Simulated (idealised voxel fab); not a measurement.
Name of the process module below: voxel transistor to metal
In the cross-section labelled cut, the width is 265 nm and each square cell is 5 nm.
We lay out every cross-section as a grid of square cells and spell it out in bands from the top down, where one band means one or more rows of cells.
Band entry format. Leading values: height of top, height of bottom, nm. Remainder: materials in left-to-right order, each with its width in nm. Special words: "all across" on a single material, which then fills the band edge to edge; "blank", empty space.
Heads up on the height convention: 0 is the point under which the incoming wafer is all one material, and the lowest band has no bottom, it just keeps going down, like "0 down".
The expression "30 to 40" gives the width at the extremes of the band, the first number at its top row of cells and the second at its bottom row, with the width changing by equal amounts from each row to the next in between.
Given "same as before" for a step, no cell of the cross-section differs between before and after that step.
Reported under the label "Enclosed voids" are the empty spaces having no open way to the top and comprising 8 cells or more; the notation for each is width x height at distance, in which the distance is measured from the left edge and all three values are in nm.
Formally, on a step line, whatever follows the settings is a remark that the simulator itself makes on the step.
overlay nm, on a step with a mask: how far to the right of its planned place the mask lay; to the left if negative
Intended process steps
1) RECEIVE: material Si
2) CONFORMAL_DEP: material SiO2, thk nm 5
3) CONFORMAL_DEP: material SiN, thk nm 15
4) PATTERN: tone cover, mask id ACTIVE, material resist, width nm 100, pitch nm 125, thk nm 15, overlay nm 0
5) DIRECTIONAL_ETCH: etch materials SiN, depth nm 15
6) DIRECTIONAL_ETCH: etch materials SiO2, depth nm 5
7) DIRECTIONAL_ETCH: etch materials Si, depth nm 30
8) STRIP: etch materials resist
9) OXIDIZE: depth nm 5
10) FILL_DEP: material SiO2, thk nm 15
11) CMP: height nm 20
12) SELECTIVE_ETCH: etch materials SiO2, depth nm 5
13) STRIP: etch materials SiN
14) SELECTIVE_ETCH: etch materials SiO2, depth nm 5
15) OXIDIZE: depth nm 5
16) DIRECTIONAL_DEP: material polySi, thk nm 20
17) DIRECTIONAL_DEP: material SiCN, thk nm 10
18) DIRECTIONAL_DEP: material aC, thk nm 10
19) PATTERN: tone cover, mask id GATE, material resist, width nm 20, pitch nm 125, thk nm 30, overlay nm 0
20) DIRECTIONAL_ETCH: etch materials aC, depth nm 10
21) STRIP: etch materials resist
22) DIRECTIONAL_ETCH: etch materials SiCN, depth nm 20
23) DIRECTIONAL_ETCH: etch materials polySi, depth nm 30
24) STRIP: etch materials aC
25) CONFORMAL_DEP: material SiO2, thk nm 5
26) DIRECTIONAL_ETCH: etch materials SiO2, depth nm 5
27) CONFORMAL_DEP: material SiN, thk nm 10
28) DIRECTIONAL_ETCH: etch materials SiN, depth nm 10
29) DIRECTIONAL_ETCH: etch materials SiO2, depth nm 5
30) DIRECTIONAL_ETCH: etch materials Si, depth nm 5
31) EPI: material pSi, thk nm 10
32) FILL_DEP: material SiO2, thk nm 10
33) CMP: height nm 30
34) DIRECTIONAL_DEP: material SiO2, thk nm 10
35) PATTERN: tone open, mask id CONTACT, material resist, width nm 30, thk nm 20, overlay nm 0
36) DIRECTIONAL_ETCH: etch materials SiO2, depth nm 35
37) STRIP: etch materials resist
38) CONFORMAL_DEP: material TiN, thk nm 5
39) FILL_DEP: material W, thk nm 5
40) CMP: height nm 40
41) DIRECTIONAL_DEP: material TiN, thk nm 5
42) DIRECTIONAL_DEP: material W, thk nm 15
43) MASKED_ETCH: tone cover, mask id METAL_1, width nm 15, etch materials W, depth nm 15, overlay nm 0
44) MASKED_ETCH: tone cover, mask id METAL_1, width nm 15, etch materials TiN, depth nm 5, overlay nm 0
45) CONFORMAL_DEP: material SiCN, thk nm 5
46) FILL_DEP: material SiO2, thk nm 10
47) CMP: height nm 60
48) CONFORMAL_DEP: material SiCN, thk nm 5
49) DIRECTIONAL_DEP: material SiO2, thk nm 35
50) MASKED_ETCH: tone open, mask id METAL_2, width nm 15, pitch nm 125, etch materials SiO2, depth nm 20, overlay nm 0
51) PATTERN: tone open, mask id METAL_2_HOLES, material resist, width nm 15, pitch nm 125, thk nm 20, overlay nm 0
52) DIRECTIONAL_ETCH: etch materials SiO2, depth nm 15
53) DIRECTIONAL_ETCH: etch materials SiCN, depth nm 5
54) STRIP: etch materials resist
55) CONFORMAL_DEP: material TiN, thk nm 5
56) FILL_DEP: material Cu, thk nm 5
57) CMP: height nm 100
58) CONFORMAL_DEP: material SiN, thk nm 5
Cross-section, incoming material, after step 1
> 0 down = Si all across
> Enclosed voids: none
The first of two wafers, cross-sectioned at the end of the module, with the run proceeding as planned
> 105 to 100 = SiN all across
> 100 to 65 = 25 of SiO2, 5 of TiN, 5 of Cu, 5 of TiN, 110 of SiO2, 5 of TiN, 5 of Cu, 5 of TiN, 100 of SiO2
> 65 to 60 = 25 of SiCN, 15 of TiN, 110 of SiCN, 15 of TiN, 100 of SiCN
> 60 to 45 = 20 of SiO2, 5 of SiCN, 15 of W, 5 of SiCN, 50 of SiO2, 5 of SiCN, 15 of W, 5 of SiCN, 25 of SiO2, 5 of SiCN, 15 of W, 5 of SiCN, 50 of SiO2, 5 of SiCN, 15 of W, 5 of SiCN, 20 of SiO2
> 45 to 40 = 25 of SiCN, 15 of TiN, 60 of SiCN, 15 of TiN, 35 of SiCN, 15 of TiN, 60 of SiCN, 15 of TiN, 25 of SiCN
> 40 to 30 = 25 of SiO2, 5 of TiN, 20 to 10 of W, 5 to 15 of TiN, 30 of SiO2, 5 to 15 of TiN, 20 to 10 of W, 5 of TiN, 35 of SiO2, 5 of TiN, 20 to 10 of W, 5 to 15 of TiN, 30 of SiO2, 5 to 15 of TiN, 20 to 10 of W, 5 of TiN, 25 of SiO2
> 30 to 20 = 25 of SiO2, 5 of TiN, 10 of W, 5 of TiN, 10 of SiN, 5 of SiO2, 20 of SiCN, 5 of SiO2, 10 of SiN, 5 of TiN, 10 of W, 5 of TiN, 35 of SiO2, 5 of TiN, 10 of W, 5 of TiN, 10 of SiN, 5 of SiO2, 20 of SiCN, 5 of SiO2, 10 of SiN, 5 of TiN, 10 of W, 5 of TiN, 25 of SiO2
> 20 to 10 = 25 of SiO2, 5 to 10 of TiN, 10 to 5 of W, 5 of TiN, 10 of SiN, 5 of SiO2, 20 of polySi, 5 of SiO2, 10 of SiN, 5 of TiN, 10 to 5 of W, 5 to 10 of TiN, 35 of SiO2, 5 to 10 of TiN, 10 to 5 of W, 5 of TiN, 10 of SiN, 5 of SiO2, 20 of polySi, 5 of SiO2, 10 of SiN, 5 of TiN, 10 to 5 of W, 5 to 10 of TiN, 25 of SiO2
> 10 to 5 = 20 of SiO2, 10 of SiN, 15 of TiN, 10 of SiN, 5 of SiO2, 20 of polySi, 5 of SiO2, 10 of SiN, 15 of TiN, 10 of SiN, 25 of SiO2, 10 of SiN, 15 of TiN, 10 of SiN, 5 of SiO2, 20 of polySi, 5 of SiO2, 10 of SiN, 15 of TiN, 10 of SiN, 20 of SiO2
> 5 to 0 = 20 of SiO2, 10 of SiN, 15 of pSi, 10 of SiN, 5 of SiO2, 20 of polySi, 5 of SiO2, 10 of SiN, 15 of pSi, 10 of SiN, 25 of SiO2, 10 of SiN, 15 of pSi, 10 of SiN, 5 of SiO2, 20 of polySi, 5 of SiO2, 10 of SiN, 15 of pSi, 10 of SiN, 20 of SiO2
> 0 to -5 = 30 of SiO2, 15 of pSi, 50 of SiO2, 15 of pSi, 45 of SiO2, 15 of pSi, 50 of SiO2, 15 of pSi, 30 of SiO2
> -5 to -10 = 25 of SiO2, 5 of Si, 15 of pSi, 50 of Si, 15 of pSi, 5 of Si, 35 of SiO2, 5 of Si, 15 of pSi, 50 of Si, 15 of pSi, 5 of Si, 25 of SiO2
> -10 to -35 = 25 of SiO2, 90 of Si, 35 of SiO2, 90 of Si, 25 of SiO2
> -35 down = Si all across
> Enclosed voids: none
This is the second of the two wafers, cross-sectioned at the end of the module; it started exactly like the first and was given the same plan, but it was run with one mistake
> 105 to 100 = SiN all across
> 100 to 65 = SiO2 all across
> 65 to 60 = SiCN all across
> 60 to 45 = 20 of SiO2, 5 of SiCN, 15 of W, 5 of SiCN, 50 of SiO2, 5 of SiCN, 15 of W, 5 of SiCN, 25 of SiO2, 5 of SiCN, 15 of W, 5 of SiCN, 50 of SiO2, 5 of SiCN, 15 of W, 5 of SiCN, 20 of SiO2
> 45 to 40 = 25 of SiCN, 15 of TiN, 60 of SiCN, 15 of TiN, 35 of SiCN, 15 of TiN, 60 of SiCN, 15 of TiN, 25 of SiCN
> 40 to 30 = 25 of SiO2, 5 of TiN, 20 to 10 of W, 5 to 15 of TiN, 30 of SiO2, 5 to 15 of TiN, 20 to 10 of W, 5 of TiN, 35 of SiO2, 5 of TiN, 20 to 10 of W, 5 to 15 of TiN, 30 of SiO2, 5 to 15 of TiN, 20 to 10 of W, 5 of TiN, 25 of SiO2
> 30 to 20 = 25 of SiO2, 5 of TiN, 10 of W, 5 of TiN, 10 of SiN, 5 of SiO2, 20 of SiCN, 5 of SiO2, 10 of SiN, 5 of TiN, 10 of W, 5 of TiN, 35 of SiO2, 5 of TiN, 10 of W, 5 of TiN, 10 of SiN, 5 of SiO2, 20 of SiCN, 5 of SiO2, 10 of SiN, 5 of TiN, 10 of W, 5 of TiN, 25 of SiO2
> 20 to 10 = 25 of SiO2, 5 to 10 of TiN, 10 to 5 of W, 5 of TiN, 10 of SiN, 5 of SiO2, 20 of polySi, 5 of SiO2, 10 of SiN, 5 of TiN, 10 to 5 of W, 5 to 10 of TiN, 35 of SiO2, 5 to 10 of TiN, 10 to 5 of W, 5 of TiN, 10 of SiN, 5 of SiO2, 20 of polySi, 5 of SiO2, 10 of SiN, 5 of TiN, 10 to 5 of W, 5 to 10 of TiN, 25 of SiO2
> 10 to 5 = 20 of SiO2, 10 of SiN, 15 of TiN, 10 of SiN, 5 of SiO2, 20 of polySi, 5 of SiO2, 10 of SiN, 15 of TiN, 10 of SiN, 25 of SiO2, 10 of SiN, 15 of TiN, 10 of SiN, 5 of SiO2, 20 of polySi, 5 of SiO2, 10 of SiN, 15 of TiN, 10 of SiN, 20 of SiO2
> 5 to 0 = 20 of SiO2, 10 of SiN, 15 of pSi, 10 of SiN, 5 of SiO2, 20 of polySi, 5 of SiO2, 10 of SiN, 15 of pSi, 10 of SiN, 25 of SiO2, 10 of SiN, 15 of pSi, 10 of SiN, 5 of SiO2, 20 of polySi, 5 of SiO2, 10 of SiN, 15 of pSi, 10 of SiN, 20 of SiO2
> 0 to -5 = 30 of SiO2, 15 of pSi, 50 of SiO2, 15 of pSi, 45 of SiO2, 15 of pSi, 50 of SiO2, 15 of pSi, 30 of SiO2
> -5 to -10 = 25 of SiO2, 5 of Si, 15 of pSi, 50 of Si, 15 of pSi, 5 of Si, 35 of SiO2, 5 of Si, 15 of pSi, 50 of Si, 15 of pSi, 5 of Si, 25 of SiO2
> -10 to -35 = 25 of SiO2, 90 of Si, 35 of SiO2, 90 of Si, 25 of SiO2
> -35 down = Si all across
> Enclosed voids: none
Here's what went sideways: step 49 of the plan was executed twice over
Once processing is complete, comparing cell counts shows that the second wafer has more or fewer of certain materials than the first: Cu: 14 fewer, SiCN: 6 more, SiO2: 42 more, TiN: 34 fewer
